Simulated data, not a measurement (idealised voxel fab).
Presented below is a process module, voxel local oxidation.
Xsec cut, 160 nm wide, square cell size 5 nm.
Throughout this document, each cross-section is represented as a grid of square cells and is presented as a sequence of bands enumerated from the top downward, where a band comprises one or more rows of cells. This entry defines a band. It first specifies the height of the band's top and the height of its bottom in nm, and then specifies the band's materials from left to right, stating each material with its width in nm. The word "throughout" identifies a single material that fills the band from edge to edge, while the word "blank" identifies empty space. Heights are measured from 0, the level below which the as-received wafer is all one material; the lowest band has no bottom and continues downward, written as in "0 and below". Graded width ("30 to 40"): value in top row of band = first number; value in bottom row = second number; row-to-row change constant. "remains unaltered" (step): cross-section cells unchanged, all of them. Heads up: "Enclosed void catalog" only lists the empty pockets with no open path to the top that are 8 cells or more, and it writes them as width x height at distance, distance from the left edge, in nm. On a step's line, text after the settings is the simulator commenting on that step. overlay nm: on a step with a mask, how far right of its planned place the mask lay; negative means left.
The planned process steps are enumerated hereunder:
1: RECEIVE (material Si)
2: OXIDIZE (depth nm 5)
3: CONFORMAL_DEP (material SiN; thk nm 10)
4: DIRECTIONAL_DEP (material aC; thk nm 10)
5: PATTERN (tone cover; mask id ACTIVE; material resist; width nm 95; thk nm 30; overlay nm 0)
6: DIRECTIONAL_ETCH (etch materials aC; depth nm 10)
7: STRIP (etch materials resist)
8: DIRECTIONAL_ETCH (etch materials SiN; depth nm 10)
9: STRIP (etch materials aC)
10: SELECTIVE_ETCH (etch materials SiO2; depth nm 5)
11: OXIDIZE (depth nm 15)
12: STRIP (etch materials SiN)
As-received state of the wafer in cross-section, equivalent to post-step 1:
> 0 and below  Si throughout
> Enclosed void catalog: none
Cross-section taken at module completion on the first of two wafers; processed per the plan:
> 0 down to -5  blank (35) | SiO2 (85) | blank (40)
> -5 down to -20  SiO2 (50) | Si (55) | SiO2 (55)
> -20 and below  Si throughout
> Enclosed void catalog: none
Here is the second of the two wafers cut open at the end of the module - same start, same plan as the first one, but we made one mistake running it:
> 0 down to -5  blank (25) | SiO2 (85) | blank (50)
> -5 down to -20  SiO2 (40) | Si (55) | SiO2 (65)
> -20 and below  Si throughout
> Enclosed void catalog: none
Run error: step 5 off recipe, ran as PATTERN (tone cover; mask id ACTIVE; material resist; width nm 95; thk nm 30; overlay nm -10)
At the end, each material covers as many cells on the second wafer as it does on the first, though the cells it covers are elsewhere.
